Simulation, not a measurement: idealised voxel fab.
Documented hereafter: the process module known as voxel spacer lines.
We display cut, a cross-section 280 nm in width whose square cells are each 5 nm.
The cross-sections in this document take the form of a grid made of square cells. They are written out as bands, in order from top to bottom. Each band consists of one or more rows of cells.
Per band: top height and bottom height in nm, followed by the left-to-right materials and their widths in nm; "throughout" marks a single material spanning edge to edge, "air" marks empty space.
We count height from 0. Below that, the starting wafer is all one material. The lowest band never ends at the bottom but goes on down; see "0 and below" for how that is written.
Quick explanation for "30 to 40": the width changes in equal steps down the rows of cells, from the first number in the band's top row to the second number in its bottom row.
It should be understood that the words "no modification", when stated for a given step, signify that the cross-section underwent no change in any of its cells during that step.
Reported under the label "Enclosed void list" are the empty spaces having no open way to the top and comprising 8 cells or more; the notation for each is width x height at distance, in which the distance is measured from the left edge and all three values are in nm.
Read whatever lies past the settings on a step's line as the simulator's own remark about the step.
For masked steps, "overlay nm" on the step line gives how far right of plan the mask actually lay; a minus sign means it lay to the left.
**These are the steps we planned for the process**
1,RECEIVE (material Si)
2,CONFORMAL_DEP (material Al2O3; thk nm 10)
3,DIRECTIONAL_DEP (material SiN; thk nm 10)
4,DIRECTIONAL_DEP (material aC; thk nm 20)
5,PATTERN (tone cover; mask id MANDREL; material resist; width nm 15; pitch nm 50; thk nm 25; overlay nm 0)
6,DIRECTIONAL_ETCH (etch materials aC; depth nm 20)
7,STRIP (etch materials resist)
8,CONFORMAL_DEP (material SiO2; thk nm 10)
9,DIRECTIONAL_ETCH (etch materials SiO2; depth nm 5)
10,STRIP (etch materials aC)
11,DIRECTIONAL_ETCH (etch materials SiN; depth nm 10)
12,STRIP (etch materials SiO2)
13,FILL_DEP (material SiO2; thk nm 10)
14,CMP (height nm 20)
varied across the wafers: depth nm of step 9. The plan shows the first wafer's value. All wafers start alike
**As-received state after step 1, first of several wafers, cross-section**
* 0 and below: Si throughout
* Enclosed void list: none
**Per wafer (row), end of module: delta in cells per material since receipt, (+) for gained, (-) for lost; closed voids after that**
depth nm 5, +112 Al2O3, +112 SiN, Enclosed void list: none
depth nm 10, +112 Al2O3, +16 SiN, +96 SiO2, Enclosed void list: none
depth nm 15, +112 Al2O3, +16 SiN, +96 SiO2, Enclosed void list: none
depth nm 20, +112 Al2O3, +16 SiN, +96 SiO2, Enclosed void list: none
depth nm 25, +112 Al2O3, +16 SiN, +96 SiO2, Enclosed void list: none
